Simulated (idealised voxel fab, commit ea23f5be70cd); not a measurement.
Process module, titled voxel transistor to metal
This is section cut - it's 140 nm across, gridded in 5 nm square cells.
Cross-section format: a grid of square cells, given as bands from top to bottom; each band is one or more rows of cells. For a band, the entry starts with two heights in nm, that of the top and then that of the bottom, and carries on with the band's materials in order from left to right, each alongside its width in nm; the word "edge to edge" beside a single material means it fills the band edge to edge, and "empty" means empty space. Ref level 0: as-received wafer is one material below here. Bottom band extends down with no lower bound ("z 0 and below"). With a width like "30 to 40", each row of cells in the band differs from the next by the same amount, the top row carrying the first number and the bottom row the second. Basically "nothing changed" means that step didn't change any cell in the cross-section. Look at "Trapped voids" for the closed voids: empty spaces with no open path to the top, sized 8 cells or up. Each is width x height at distance, distance from the left edge, all nm. If you see something after the settings on a step's line, that's the simulator's own remark about that step. overlay nm, on a step with a mask: how far to the right of its planned place the mask lay; to the left if negative.
# The planned process steps are enumerated hereunder
1. RECEIVE [material Si]
2. CONFORMAL_DEP [material SiO2] [thk nm 5]
3. CONFORMAL_DEP [material SiN] [thk nm 10]
4. MASKED_ETCH [tone cover] [mask id ACTIVE] [width nm 100] [etch materials SiN] [depth nm 10] [overlay nm 0]
5. MASKED_ETCH [tone cover] [mask id ACTIVE] [width nm 100] [etch materials SiO2] [depth nm 5] [overlay nm 0]
6. MASKED_ETCH [tone cover] [mask id ACTIVE] [width nm 100] [etch materials Si] [depth nm 35] [overlay nm 0]
7. FILL_DEP [material SiO2] [thk nm 10]
8. CMP [height nm 15]
9. SELECTIVE_ETCH [etch materials SiO2] [depth nm 5]
10. STRIP [etch materials SiN]
11. SELECTIVE_ETCH [etch materials SiO2] [depth nm 5]
12. OXIDIZE [depth nm 5]
13. DIRECTIONAL_DEP [material polySi] [thk nm 25]
14. DIRECTIONAL_DEP [material SiCN] [thk nm 10]
15. MASKED_ETCH [tone cover] [mask id GATE] [width nm 30] [etch materials SiCN] [depth nm 20] [overlay nm 0]
16. MASKED_ETCH [tone cover] [mask id GATE] [width nm 30] [etch materials polySi] [depth nm 35] [overlay nm 0]
17. CONFORMAL_DEP [material SiN] [thk nm 10]
18. DIRECTIONAL_ETCH [etch materials SiN] [depth nm 10]
19. DIRECTIONAL_ETCH [etch materials SiO2] [depth nm 5]
20. DIRECTIONAL_ETCH [etch materials Si] [depth nm 15]
21. EPI [material SiGe] [thk nm 15]
22. FILL_DEP [material SiO2] [thk nm 10]
23. CMP [height nm 25]
24. STRIP [etch materials polySi]
25. SELECTIVE_ETCH [etch materials SiO2] [depth nm 5]
26. CONFORMAL_DEP [material HfO2] [thk nm 5]
27. CONFORMAL_DEP [material TiN] [thk nm 5]
28. FILL_DEP [material W] [thk nm 10]
29. CMP [height nm 20]
30. DIRECTIONAL_DEP [material SiO2] [thk nm 10]
31. MASKED_ETCH [tone open] [mask id CONTACT] [width nm 15] [pitch nm 75] [etch materials SiO2] [depth nm 20] [overlay nm 0]
32. CONFORMAL_DEP [material TiN] [thk nm 5]
33. FILL_DEP [material W] [thk nm 10]
34. CMP [height nm 30]
35. CONFORMAL_DEP [material SiN] [thk nm 5]
36. DIRECTIONAL_DEP [material lowk] [thk nm 20]
37. MASKED_ETCH [tone open] [mask id METAL_1] [width nm 15] [pitch nm 75] [etch materials lowk] [depth nm 20] [overlay nm 0]
38. MASKED_ETCH [tone open] [mask id METAL_1] [width nm 15] [pitch nm 75] [etch materials SiN] [depth nm 5] [overlay nm 0]
39. CONFORMAL_DEP [material TiN] [thk nm 5]
40. FILL_DEP [material Cu] [thk nm 10]
41. CMP [height nm 55]
42. CONFORMAL_DEP [material SiN] [thk nm 5]
# First out of two wafers; run went to plan
# This is the cross-section of the wafer as we received it, i.e. after step 1
	z 0 and below  Si edge to edge
	Trapped voids: none
# Take a look at the wafer's cross-section after step 2
	z 5 to 0  SiO2 edge to edge
	Unchanged below 0.
# Take a look at the wafer's cross-section after step 3
	z 15 to 5  SiN edge to edge
	Unchanged below 5.
# Take a look at the wafer's cross-section after step 4
	z 15 to 5  empty: 20  SiN: 100  empty: 20
	Unchanged below 5.
# Take a look at the wafer's cross-section after step 5
	z 15 to 5  empty: 20  SiN: 100  empty: 20
	z 5 to 0  empty: 20  SiO2: 100  empty: 20
	Unchanged below 0.
# Take a look at the wafer's cross-section after step 6
	z 15 to 5  empty: 20  SiN: 100  empty: 20
	z 5 to 0  empty: 20  SiO2: 100  empty: 20
	z 0 to -35  empty: 20  Si: 100  empty: 20
	Unchanged below -35.
# Take a look at the wafer's cross-section after step 7
	z 25 to 15  SiO2 edge to edge
	z 15 to 5  SiO2: 20  SiN: 100  SiO2: 20
	z 5 to 0  SiO2 edge to edge
	z 0 to -35  SiO2: 20  Si: 100  SiO2: 20
	Unchanged below -35.
# Take a look at the wafer's cross-section after step 8
	z 15 to 5  SiO2: 20  SiN: 100  SiO2: 20
	Unchanged below 5.
# Take a look at the wafer's cross-section after step 9
	z 15 to 10  empty: 20  SiN: 100  empty: 20
	Unchanged below 10.
# Take a look at the wafer's cross-section after step 10
	z 10 to 5  SiO2: 20  empty: 100  SiO2: 20
	Unchanged below 5.
# Take a look at the wafer's cross-section after step 11
	z 5 to 0  SiO2: 15  empty: 110  SiO2: 15
	Unchanged below 0.
# Take a look at the wafer's cross-section after step 12
	z 5 to 0  SiO2: 15  empty: 110  SiO2: 15
	z 0 to -5  SiO2 edge to edge
	Unchanged below -5.
# Take a look at the wafer's cross-section after step 13
	z 30 to 25  polySi: 15  empty: 110  polySi: 15
	z 25 to 5  polySi edge to edge
	z 5 to 0  SiO2: 15  polySi: 110  SiO2: 15
	Unchanged below 0.
# Take a look at the wafer's cross-section after step 14
	z 40 to 35  SiCN: 15  empty: 110  SiCN: 15
	z 35 to 30  SiCN edge to edge
	z 30 to 25  polySi: 15  SiCN: 110  polySi: 15
	Unchanged below 25.
# Take a look at the wafer's cross-section after step 15
	z 35 to 30  empty: 55  SiCN: 30  empty: 55
	z 30 to 25  polySi: 15  empty: 40  SiCN: 30  empty: 40  polySi: 15
	Unchanged below 25.
# Take a look at the wafer's cross-section after step 16
	z 35 to 25  empty: 55  SiCN: 30  empty: 55
	z 25 to 5  empty: 55  polySi: 30  empty: 55
	z 5 to 0  SiO2: 15  empty: 40  polySi: 30  empty: 40  SiO2: 15
	Unchanged below 0.
# Take a look at the wafer's cross-section after step 17
	z 45 to 35  empty: 45  SiN: 50  empty: 45
	z 35 to 25  empty: 45  SiN: 10  SiCN: 30  SiN: 10  empty: 45
	z 25 to 15  empty: 45  SiN: 10  polySi: 30  SiN: 10  empty: 45
	z 15 to 10  SiN: 25  empty: 20  SiN: 10  polySi: 30  SiN: 10  empty: 20  SiN: 25
	z 10 to 5  SiN: 55  polySi: 30  SiN: 55
	z 5 to 0  SiO2: 15  SiN: 40  polySi: 30  SiN: 40  SiO2: 15
	Unchanged below 0.
# Take a look at the wafer's cross-section after step 18
	z 35 to 25  empty: 45  SiN: 10  SiCN: 30  SiN: 10  empty: 45
	z 25 to 5  empty: 45  SiN: 10  polySi: 30  SiN: 10  empty: 45
	z 5 to 0  SiO2: 15  SiN: 10  empty: 20  SiN: 10  polySi: 30  SiN: 10  empty: 20  SiN: 10  SiO2: 15
	Unchanged below 0.
# Take a look at the wafer's cross-section after step 19
	z 35 to 25  empty: 45  SiN: 10  SiCN: 30  SiN: 10  empty: 45
	z 25 to 5  empty: 45  SiN: 10  polySi: 30  SiN: 10  empty: 45
	z 5 to 0  empty: 15  SiN: 10  empty: 20  SiN: 10  polySi: 30  SiN: 10  empty: 20  SiN: 10  empty: 15
	z 0 to -5  SiO2: 25  empty: 20  SiO2: 50  empty: 20  SiO2: 25
	Unchanged below -5.
# Take a look at the wafer's cross-section after step 20
	z 35 to 25  empty: 45  SiN: 10  SiCN: 30  SiN: 10  empty: 45
	z 25 to 5  empty: 45  SiN: 10  polySi: 30  SiN: 10  empty: 45
	z 5 to 0  empty: 15  SiN: 10  empty: 20  SiN: 10  polySi: 30  SiN: 10  empty: 20  SiN: 10  empty: 15
	z 0 to -5  SiO2: 25  empty: 20  SiO2: 50  empty: 20  SiO2: 25
	z -5 to -20  SiO2: 20  Si: 5  empty: 20  Si: 50  empty: 20  Si: 5  SiO2: 20
	Unchanged below -20.
# Take a look at the wafer's cross-section after step 21
	z 35 to 25  empty: 45  SiN: 10  SiCN: 30  SiN: 10  empty: 45
	z 25 to 10  empty: 45  SiN: 10  polySi: 30  SiN: 10  empty: 45
	z 10 to 5  empty: 20  SiGe: 25  SiN: 10  polySi: 30  SiN: 10  SiGe: 25  empty: 20
	z 5 to 0  empty: 15  SiN: 10  SiGe: 20  SiN: 10  polySi: 30  SiN: 10  SiGe: 20  SiN: 10  empty: 15
	z 0 to -5  SiO2: 25  SiGe: 20  SiO2: 50  SiGe: 20  SiO2: 25
	z -5 to -20  SiO2: 20  Si: 5  SiGe: 20  Si: 50  SiGe: 20  Si: 5  SiO2: 20
	Unchanged below -20.
# Take a look at the wafer's cross-section after step 22
	z 45 to 35  SiO2 edge to edge
	z 35 to 25  SiO2: 45  SiN: 10  SiCN: 30  SiN: 10  SiO2: 45
	z 25 to 10  SiO2: 45  SiN: 10  polySi: 30  SiN: 10  SiO2: 45
	z 10 to 5  SiO2: 20  SiGe: 25  SiN: 10  polySi: 30  SiN: 10  SiGe: 25  SiO2: 20
	z 5 to 0  SiO2: 15  SiN: 10  SiGe: 20  SiN: 10  polySi: 30  SiN: 10  SiGe: 20  SiN: 10  SiO2: 15
	Unchanged below 0.
# Take a look at the wafer's cross-section after step 23
	z 25 to 10  SiO2: 45  SiN: 10  polySi: 30  SiN: 10  SiO2: 45
	Unchanged below 10.
# Take a look at the wafer's cross-section after step 24
	z 25 to 10  SiO2: 45  SiN: 10  empty: 30  SiN: 10  SiO2: 45
	z 10 to 5  SiO2: 20  SiGe: 25  SiN: 10  empty: 30  SiN: 10  SiGe: 25  SiO2: 20
	z 5 to 0  SiO2: 15  SiN: 10  SiGe: 20  SiN: 10  empty: 30  SiN: 10  SiGe: 20  SiN: 10  SiO2: 15
	Unchanged below 0.
# Take a look at the wafer's cross-section after step 25
	z 25 to 20  empty: 45  SiN: 10  empty: 30  SiN: 10  empty: 45
	z 20 to 10  SiO2: 45  SiN: 10  empty: 30  SiN: 10  SiO2: 45
	z 10 to 5  SiO2: 20  SiGe: 25  SiN: 10  empty: 30  SiN: 10  SiGe: 25  SiO2: 20
	z 5 to 0  SiO2: 15  SiN: 10  SiGe: 20  SiN: 10  empty: 30  SiN: 10  SiGe: 20  SiN: 10  SiO2: 15
	z 0 to -5  SiO2: 25  SiGe: 20  SiO2: 5  empty: 40  SiO2: 5  SiGe: 20  SiO2: 25
	Unchanged below -5.
# Take a look at the wafer's cross-section after step 26
	z 30 to 25  empty: 40  HfO2: 20  empty: 20  HfO2: 20  empty: 40
	z 25 to 20  HfO2: 45  SiN: 10  HfO2: 5  empty: 20  HfO2: 5  SiN: 10  HfO2: 45
	z 20 to 10  SiO2: 45  SiN: 10  HfO2: 5  empty: 20  HfO2: 5  SiN: 10  SiO2: 45
	z 10 to 5  SiO2: 20  SiGe: 25  SiN: 10  HfO2: 5  empty: 20  HfO2: 5  SiN: 10  SiGe: 25  SiO2: 20
	z 5 to 0  SiO2: 15  SiN: 10  SiGe: 20  SiN: 10  HfO2: 5  empty: 20  HfO2: 5  SiN: 10  SiGe: 20  SiN: 10  SiO2: 15
	z 0 to -5  SiO2: 25  SiGe: 20  SiO2: 5  HfO2: 40  SiO2: 5  SiGe: 20  SiO2: 25
	Unchanged below -5.
# Take a look at the wafer's cross-section after step 27
	z 35 to 30  empty: 35  TiN: 30  empty: 10  TiN: 30  empty: 35
	z 30 to 25  TiN: 40  HfO2: 20  TiN: 5  empty: 10  TiN: 5  HfO2: 20  TiN: 40
	z 25 to 20  HfO2: 45  SiN: 10  HfO2: 5  TiN: 5  empty: 10  TiN: 5  HfO2: 5  SiN: 10  HfO2: 45
	z 20 to 10  SiO2: 45  SiN: 10  HfO2: 5  TiN: 5  empty: 10  TiN: 5  HfO2: 5  SiN: 10  SiO2: 45
	z 10 to 5  SiO2: 20  SiGe: 25  SiN: 10  HfO2: 5  TiN: 5  empty: 10  TiN: 5  HfO2: 5  SiN: 10  SiGe: 25  SiO2: 20
	z 5 to 0  SiO2: 15  SiN: 10  SiGe: 20  SiN: 10  HfO2: 5  TiN: 20  HfO2: 5  SiN: 10  SiGe: 20  SiN: 10  SiO2: 15
	Unchanged below 0.
# Take a look at the wafer's cross-section after step 28
	z 45 to 35  W edge to edge
	z 35 to 30  W: 35  TiN: 30  W: 10  TiN: 30  W: 35
	z 30 to 25  TiN: 40  HfO2: 20  TiN: 5  W: 10  TiN: 5  HfO2: 20  TiN: 40
	z 25 to 20  HfO2: 45  SiN: 10  HfO2: 5  TiN: 5  W: 10  TiN: 5  HfO2: 5  SiN: 10  HfO2: 45
	z 20 to 10  SiO2: 45  SiN: 10  HfO2: 5  TiN: 5  W: 10  TiN: 5  HfO2: 5  SiN: 10  SiO2: 45
	z 10 to 5  SiO2: 20  SiGe: 25  SiN: 10  HfO2: 5  TiN: 5  W: 10  TiN: 5  HfO2: 5  SiN: 10  SiGe: 25  SiO2: 20
	Unchanged below 5.
# Take a look at the wafer's cross-section after step 29
	z 20 to 10  SiO2: 45  SiN: 10  HfO2: 5  TiN: 5  W: 10  TiN: 5  HfO2: 5  SiN: 10  SiO2: 45
	Unchanged below 10.
# Take a look at the wafer's cross-section after step 30
	z 30 to 20  SiO2 edge to edge
	Unchanged below 20.
# Take a look at the wafer's cross-section after step 31
	z 30 to 20  SiO2: 25  empty: 15  SiO2: 60  empty: 15  SiO2: 25
	z 20 to 10  SiO2: 25  empty: 15  SiO2: 5  SiN: 10  HfO2: 5  TiN: 5  W: 10  TiN: 5  HfO2: 5  SiN: 10  SiO2: 5  empty: 15  SiO2: 25
	Unchanged below 10.
# Take a look at the wafer's cross-section after step 32
	z 35 to 30  TiN: 30  empty: 5  TiN: 70  empty: 5  TiN: 30
	z 30 to 20  SiO2: 25  TiN: 5  empty: 5  TiN: 5  SiO2: 60  TiN: 5  empty: 5  TiN: 5  SiO2: 25
	z 20 to 15  SiO2: 25  TiN: 5  empty: 5  TiN: 5  SiO2: 5  SiN: 10  HfO2: 5  TiN: 5  W: 10  TiN: 5  HfO2: 5  SiN: 10  SiO2: 5  TiN: 5  empty: 5  TiN: 5  SiO2: 25
	z 15 to 10  SiO2: 25  TiN: 15  SiO2: 5  SiN: 10  HfO2: 5  TiN: 5  W: 10  TiN: 5  HfO2: 5  SiN: 10  SiO2: 5  TiN: 15  SiO2: 25
	Unchanged below 10.
# Take a look at the wafer's cross-section after step 33
	z 45 to 35  W edge to edge
	z 35 to 30  TiN: 30  W: 5  TiN: 70  W: 5  TiN: 30
	z 30 to 20  SiO2: 25  TiN: 5  W: 5  TiN: 5  SiO2: 60  TiN: 5  W: 5  TiN: 5  SiO2: 25
	z 20 to 15  SiO2: 25  TiN: 5  W: 5  TiN: 5  SiO2: 5  SiN: 10  HfO2: 5  TiN: 5  W: 10  TiN: 5  HfO2: 5  SiN: 10  SiO2: 5  TiN: 5  W: 5  TiN: 5  SiO2: 25
	Unchanged below 15.
# Take a look at the wafer's cross-section after step 34
	z 30 to 20  SiO2: 25  TiN: 5  W: 5  TiN: 5  SiO2: 60  TiN: 5  W: 5  TiN: 5  SiO2: 25
	Unchanged below 20.
# Take a look at the wafer's cross-section after step 35
	z 35 to 30  SiN edge to edge
	Unchanged below 30.
# Take a look at the wafer's cross-section after step 36
	z 55 to 35  lowk edge to edge
	Unchanged below 35.
# Take a look at the wafer's cross-section after step 37
	z 55 to 35  lowk: 25  empty: 15  lowk: 60  empty: 15  lowk: 25
	Unchanged below 35.
# Take a look at the wafer's cross-section after step 38
	z 55 to 35  lowk: 25  empty: 15  lowk: 60  empty: 15  lowk: 25
	z 35 to 30  SiN: 25  empty: 15  SiN: 60  empty: 15  SiN: 25
	Unchanged below 30.
# Take a look at the wafer's cross-section after step 39
	z 60 to 55  TiN: 30  empty: 5  TiN: 70  empty: 5  TiN: 30
	z 55 to 35  lowk: 25  TiN: 5  empty: 5  TiN: 5  lowk: 60  TiN: 5  empty: 5  TiN: 5  lowk: 25
	z 35 to 30  SiN: 25  TiN: 15  SiN: 60  TiN: 15  SiN: 25
	Unchanged below 30.
# Take a look at the wafer's cross-section after step 40
	z 70 to 60  Cu edge to edge
	z 60 to 55  TiN: 30  Cu: 5  TiN: 70  Cu: 5  TiN: 30
	z 55 to 35  lowk: 25  TiN: 5  Cu: 5  TiN: 5  lowk: 60  TiN: 5  Cu: 5  TiN: 5  lowk: 25
	Unchanged below 35.
# Take a look at the wafer's cross-section after step 41
	z 55 to 35  lowk: 25  TiN: 5  Cu: 5  TiN: 5  lowk: 60  TiN: 5  Cu: 5  TiN: 5  lowk: 25
	Unchanged below 35.
# Take a look at the wafer's cross-section after step 42
	z 60 to 55  SiN edge to edge
	Unchanged below 55.
# The Second Wafer: Common Origin and Plan, One Mistake in Execution, Identical to the First Through Step 3
# Planned end of step 4: second wafer, cross-section
	z 15 to 5  empty: 20  SiN: 105  empty: 15
	Unchanged below 5.
# Planned end of step 5: second wafer, cross-section
	z 15 to 5  empty: 20  SiN: 105  empty: 15
	z 5 to 0  empty: 20  SiO2: 105  empty: 15
	Unchanged below 0.
# Planned end of step 6: second wafer, cross-section
	z 15 to 5  empty: 20  SiN: 105  empty: 15
	z 5 to 0  empty: 20  SiO2: 105  empty: 15
	z 0 to -35  empty: 20  Si: 105  empty: 15
	Unchanged below -35.
# Planned end of step 7: second wafer, cross-section
	z 25 to 15  SiO2 edge to edge
	z 15 to 5  SiO2: 20  SiN: 105  SiO2: 15
	z 5 to 0  SiO2 edge to edge
	z 0 to -35  SiO2: 20  Si: 105  SiO2: 15
	Unchanged below -35.
# Planned end of step 8: second wafer, cross-section
	z 15 to 5  SiO2: 20  SiN: 105  SiO2: 15
	Unchanged below 5.
# Planned end of step 9: second wafer, cross-section
	z 15 to 10  empty: 20  SiN: 105  empty: 15
	Unchanged below 10.
# Planned end of step 10: second wafer, cross-section
	z 10 to 5  SiO2: 20  empty: 105  SiO2: 15
	Unchanged below 5.
# Planned end of step 11: second wafer, cross-section
	z 5 to 0  SiO2: 15  empty: 115  SiO2: 10
	Unchanged below 0.
# Planned end of step 12: second wafer, cross-section
	z 5 to 0  SiO2: 15  empty: 115  SiO2: 10
	z 0 to -5  SiO2 edge to edge
	Unchanged below -5.
# Planned end of step 13: second wafer, cross-section
	z 30 to 25  polySi: 15  empty: 115  polySi: 10
	z 25 to 5  polySi edge to edge
	z 5 to 0  SiO2: 15  polySi: 115  SiO2: 10
	Unchanged below 0.
# Planned end of step 14: second wafer, cross-section
	z 40 to 35  SiCN: 15  empty: 115  SiCN: 10
	z 35 to 30  SiCN edge to edge
	z 30 to 25  polySi: 15  SiCN: 115  polySi: 10
	Unchanged below 25.
# Planned end of step 15: second wafer, cross-section
	z 35 to 30  empty: 55  SiCN: 30  empty: 55
	z 30 to 25  polySi: 15  empty: 40  SiCN: 30  empty: 45  polySi: 10
	Unchanged below 25.
# Planned end of step 16: second wafer, cross-section
	z 35 to 25  empty: 55  SiCN: 30  empty: 55
	z 25 to 5  empty: 55  polySi: 30  empty: 55
	z 5 to 0  SiO2: 15  empty: 40  polySi: 30  empty: 45  SiO2: 10
	Unchanged below 0.
# Planned end of step 17: second wafer, cross-section
	z 45 to 35  empty: 45  SiN: 50  empty: 45
	z 35 to 25  empty: 45  SiN: 10  SiCN: 30  SiN: 10  empty: 45
	z 25 to 15  empty: 45  SiN: 10  polySi: 30  SiN: 10  empty: 45
	z 15 to 10  SiN: 25  empty: 20  SiN: 10  polySi: 30  SiN: 10  empty: 25  SiN: 20
	z 10 to 5  SiN: 55  polySi: 30  SiN: 55
	z 5 to 0  SiO2: 15  SiN: 40  polySi: 30  SiN: 45  SiO2: 10
	Unchanged below 0.
# Planned end of step 18: second wafer, cross-section
	z 35 to 25  empty: 45  SiN: 10  SiCN: 30  SiN: 10  empty: 45
	z 25 to 5  empty: 45  SiN: 10  polySi: 30  SiN: 10  empty: 45
	z 5 to 0  SiO2: 15  SiN: 10  empty: 20  SiN: 10  polySi: 30  SiN: 10  empty: 25  SiN: 10  SiO2: 10
	Unchanged below 0.
# Planned end of step 19: second wafer, cross-section
	z 35 to 25  empty: 45  SiN: 10  SiCN: 30  SiN: 10  empty: 45
	z 25 to 5  empty: 45  SiN: 10  polySi: 30  SiN: 10  empty: 45
	z 5 to 0  empty: 15  SiN: 10  empty: 20  SiN: 10  polySi: 30  SiN: 10  empty: 25  SiN: 10  empty: 10
	z 0 to -5  SiO2: 25  empty: 20  SiO2: 50  empty: 25  SiO2: 20
	Unchanged below -5.
# Planned end of step 20: second wafer, cross-section
	z 35 to 25  empty: 45  SiN: 10  SiCN: 30  SiN: 10  empty: 45
	z 25 to 5  empty: 45  SiN: 10  polySi: 30  SiN: 10  empty: 45
	z 5 to 0  empty: 15  SiN: 10  empty: 20  SiN: 10  polySi: 30  SiN: 10  empty: 25  SiN: 10  empty: 10
	z 0 to -5  SiO2: 25  empty: 20  SiO2: 50  empty: 25  SiO2: 20
	z -5 to -20  SiO2: 20  Si: 5  empty: 20  Si: 50  empty: 25  Si: 5  SiO2: 15
	Unchanged below -20.
# Planned end of step 21: second wafer, cross-section
	z 35 to 25  empty: 45  SiN: 10  SiCN: 30  SiN: 10  empty: 45
	z 25 to 10  empty: 45  SiN: 10  polySi: 30  SiN: 10  empty: 45
	z 10 to 5  empty: 20  SiGe: 25  SiN: 10  polySi: 30  SiN: 10  SiGe: 30  empty: 15
	z 5 to 0  empty: 15  SiN: 10  SiGe: 20  SiN: 10  polySi: 30  SiN: 10  SiGe: 25  SiN: 10  empty: 10
	z 0 to -5  SiO2: 25  SiGe: 20  SiO2: 50  SiGe: 25  SiO2: 20
	z -5 to -20  SiO2: 20  Si: 5  SiGe: 20  Si: 50  SiGe: 25  Si: 5  SiO2: 15
	Unchanged below -20.
# Planned end of step 22: second wafer, cross-section
	z 45 to 35  SiO2 edge to edge
	z 35 to 25  SiO2: 45  SiN: 10  SiCN: 30  SiN: 10  SiO2: 45
	z 25 to 10  SiO2: 45  SiN: 10  polySi: 30  SiN: 10  SiO2: 45
	z 10 to 5  SiO2: 20  SiGe: 25  SiN: 10  polySi: 30  SiN: 10  SiGe: 30  SiO2: 15
	z 5 to 0  SiO2: 15  SiN: 10  SiGe: 20  SiN: 10  polySi: 30  SiN: 10  SiGe: 25  SiN: 10  SiO2: 10
	Unchanged below 0.
# Planned end of step 23: second wafer, cross-section
	z 25 to 10  SiO2: 45  SiN: 10  polySi: 30  SiN: 10  SiO2: 45
	Unchanged below 10.
# Planned end of step 24: second wafer, cross-section
	z 25 to 10  SiO2: 45  SiN: 10  empty: 30  SiN: 10  SiO2: 45
	z 10 to 5  SiO2: 20  SiGe: 25  SiN: 10  empty: 30  SiN: 10  SiGe: 30  SiO2: 15
	z 5 to 0  SiO2: 15  SiN: 10  SiGe: 20  SiN: 10  empty: 30  SiN: 10  SiGe: 25  SiN: 10  SiO2: 10
	Unchanged below 0.
# Planned end of step 25: second wafer, cross-section
	z 25 to 20  empty: 45  SiN: 10  empty: 30  SiN: 10  empty: 45
	z 20 to 10  SiO2: 45  SiN: 10  empty: 30  SiN: 10  SiO2: 45
	z 10 to 5  SiO2: 20  SiGe: 25  SiN: 10  empty: 30  SiN: 10  SiGe: 30  SiO2: 15
	z 5 to 0  SiO2: 15  SiN: 10  SiGe: 20  SiN: 10  empty: 30  SiN: 10  SiGe: 25  SiN: 10  SiO2: 10
	z 0 to -5  SiO2: 25  SiGe: 20  SiO2: 5  empty: 40  SiO2: 5  SiGe: 25  SiO2: 20
	Unchanged below -5.
# Planned end of step 26: second wafer, cross-section
	z 30 to 25  empty: 40  HfO2: 20  empty: 20  HfO2: 20  empty: 40
	z 25 to 20  HfO2: 45  SiN: 10  HfO2: 5  empty: 20  HfO2: 5  SiN: 10  HfO2: 45
	z 20 to 10  SiO2: 45  SiN: 10  HfO2: 5  empty: 20  HfO2: 5  SiN: 10  SiO2: 45
	z 10 to 5  SiO2: 20  SiGe: 25  SiN: 10  HfO2: 5  empty: 20  HfO2: 5  SiN: 10  SiGe: 30  SiO2: 15
	z 5 to 0  SiO2: 15  SiN: 10  SiGe: 20  SiN: 10  HfO2: 5  empty: 20  HfO2: 5  SiN: 10  SiGe: 25  SiN: 10  SiO2: 10
	z 0 to -5  SiO2: 25  SiGe: 20  SiO2: 5  HfO2: 40  SiO2: 5  SiGe: 25  SiO2: 20
	Unchanged below -5.
# Planned end of step 27: second wafer, cross-section
	z 35 to 30  empty: 35  TiN: 30  empty: 10  TiN: 30  empty: 35
	z 30 to 25  TiN: 40  HfO2: 20  TiN: 5  empty: 10  TiN: 5  HfO2: 20  TiN: 40
	z 25 to 20  HfO2: 45  SiN: 10  HfO2: 5  TiN: 5  empty: 10  TiN: 5  HfO2: 5  SiN: 10  HfO2: 45
	z 20 to 10  SiO2: 45  SiN: 10  HfO2: 5  TiN: 5  empty: 10  TiN: 5  HfO2: 5  SiN: 10  SiO2: 45
	z 10 to 5  SiO2: 20  SiGe: 25  SiN: 10  HfO2: 5  TiN: 5  empty: 10  TiN: 5  HfO2: 5  SiN: 10  SiGe: 30  SiO2: 15
	z 5 to 0  SiO2: 15  SiN: 10  SiGe: 20  SiN: 10  HfO2: 5  TiN: 20  HfO2: 5  SiN: 10  SiGe: 25  SiN: 10  SiO2: 10
	Unchanged below 0.
# Planned end of step 28: second wafer, cross-section
	z 45 to 35  W edge to edge
	z 35 to 30  W: 35  TiN: 30  W: 10  TiN: 30  W: 35
	z 30 to 25  TiN: 40  HfO2: 20  TiN: 5  W: 10  TiN: 5  HfO2: 20  TiN: 40
	z 25 to 20  HfO2: 45  SiN: 10  HfO2: 5  TiN: 5  W: 10  TiN: 5  HfO2: 5  SiN: 10  HfO2: 45
	z 20 to 10  SiO2: 45  SiN: 10  HfO2: 5  TiN: 5  W: 10  TiN: 5  HfO2: 5  SiN: 10  SiO2: 45
	z 10 to 5  SiO2: 20  SiGe: 25  SiN: 10  HfO2: 5  TiN: 5  W: 10  TiN: 5  HfO2: 5  SiN: 10  SiGe: 30  SiO2: 15
	Unchanged below 5.
# Planned end of step 29: second wafer, cross-section
	z 20 to 10  SiO2: 45  SiN: 10  HfO2: 5  TiN: 5  W: 10  TiN: 5  HfO2: 5  SiN: 10  SiO2: 45
	Unchanged below 10.
# Planned end of step 30: second wafer, cross-section
	z 30 to 20  SiO2 edge to edge
	Unchanged below 20.
# Planned end of step 31: second wafer, cross-section
	z 30 to 20  SiO2: 25  empty: 15  SiO2: 60  empty: 15  SiO2: 25
	z 20 to 10  SiO2: 25  empty: 15  SiO2: 5  SiN: 10  HfO2: 5  TiN: 5  W: 10  TiN: 5  HfO2: 5  SiN: 10  SiO2: 5  empty: 15  SiO2: 25
	Unchanged below 10.
# Planned end of step 32: second wafer, cross-section
	z 35 to 30  TiN: 30  empty: 5  TiN: 70  empty: 5  TiN: 30
	z 30 to 20  SiO2: 25  TiN: 5  empty: 5  TiN: 5  SiO2: 60  TiN: 5  empty: 5  TiN: 5  SiO2: 25
	z 20 to 15  SiO2: 25  TiN: 5  empty: 5  TiN: 5  SiO2: 5  SiN: 10  HfO2: 5  TiN: 5  W: 10  TiN: 5  HfO2: 5  SiN: 10  SiO2: 5  TiN: 5  empty: 5  TiN: 5  SiO2: 25
	z 15 to 10  SiO2: 25  TiN: 15  SiO2: 5  SiN: 10  HfO2: 5  TiN: 5  W: 10  TiN: 5  HfO2: 5  SiN: 10  SiO2: 5  TiN: 15  SiO2: 25
	Unchanged below 10.
# Planned end of step 33: second wafer, cross-section
	z 45 to 35  W edge to edge
	z 35 to 30  TiN: 30  W: 5  TiN: 70  W: 5  TiN: 30
	z 30 to 20  SiO2: 25  TiN: 5  W: 5  TiN: 5  SiO2: 60  TiN: 5  W: 5  TiN: 5  SiO2: 25
	z 20 to 15  SiO2: 25  TiN: 5  W: 5  TiN: 5  SiO2: 5  SiN: 10  HfO2: 5  TiN: 5  W: 10  TiN: 5  HfO2: 5  SiN: 10  SiO2: 5  TiN: 5  W: 5  TiN: 5  SiO2: 25
	Unchanged below 15.
# Planned end of step 34: second wafer, cross-section
	z 30 to 20  SiO2: 25  TiN: 5  W: 5  TiN: 5  SiO2: 60  TiN: 5  W: 5  TiN: 5  SiO2: 25
	Unchanged below 20.
# Planned end of step 35: second wafer, cross-section
	z 35 to 30  SiN edge to edge
	Unchanged below 30.
# Planned end of step 36: second wafer, cross-section
	z 55 to 35  lowk edge to edge
	Unchanged below 35.
# Planned end of step 37: second wafer, cross-section
	z 55 to 35  lowk: 25  empty: 15  lowk: 60  empty: 15  lowk: 25
	Unchanged below 35.
# Planned end of step 38: second wafer, cross-section
	z 55 to 35  lowk: 25  empty: 15  lowk: 60  empty: 15  lowk: 25
	z 35 to 30  SiN: 25  empty: 15  SiN: 60  empty: 15  SiN: 25
	Unchanged below 30.
# Planned end of step 39: second wafer, cross-section
	z 60 to 55  TiN: 30  empty: 5  TiN: 70  empty: 5  TiN: 30
	z 55 to 35  lowk: 25  TiN: 5  empty: 5  TiN: 5  lowk: 60  TiN: 5  empty: 5  TiN: 5  lowk: 25
	z 35 to 30  SiN: 25  TiN: 15  SiN: 60  TiN: 15  SiN: 25
	Unchanged below 30.
# Planned end of step 40: second wafer, cross-section
	z 70 to 60  Cu edge to edge
	z 60 to 55  TiN: 30  Cu: 5  TiN: 70  Cu: 5  TiN: 30
	z 55 to 35  lowk: 25  TiN: 5  Cu: 5  TiN: 5  lowk: 60  TiN: 5  Cu: 5  TiN: 5  lowk: 25
	Unchanged below 35.
# Planned end of step 41: second wafer, cross-section
	z 55 to 35  lowk: 25  TiN: 5  Cu: 5  TiN: 5  lowk: 60  TiN: 5  Cu: 5  TiN: 5  lowk: 25
	Unchanged below 35.
# Planned end of step 42: second wafer, cross-section
	z 60 to 55  SiN edge to edge
	Unchanged below 55.
It is concluded that the wafer was processed incorrectly with respect to the plan, in that step 4 went in with a setting other than planned; the actual run was MASKED_ETCH [tone cover] [mask id ACTIVE] [width nm 105] [etch materials SiN] [depth nm 10] [overlay nm 0]
End of process, cell counts, second wafer against first, materials with more or fewer: +3 Si | +6 SiGe | -9 SiO2
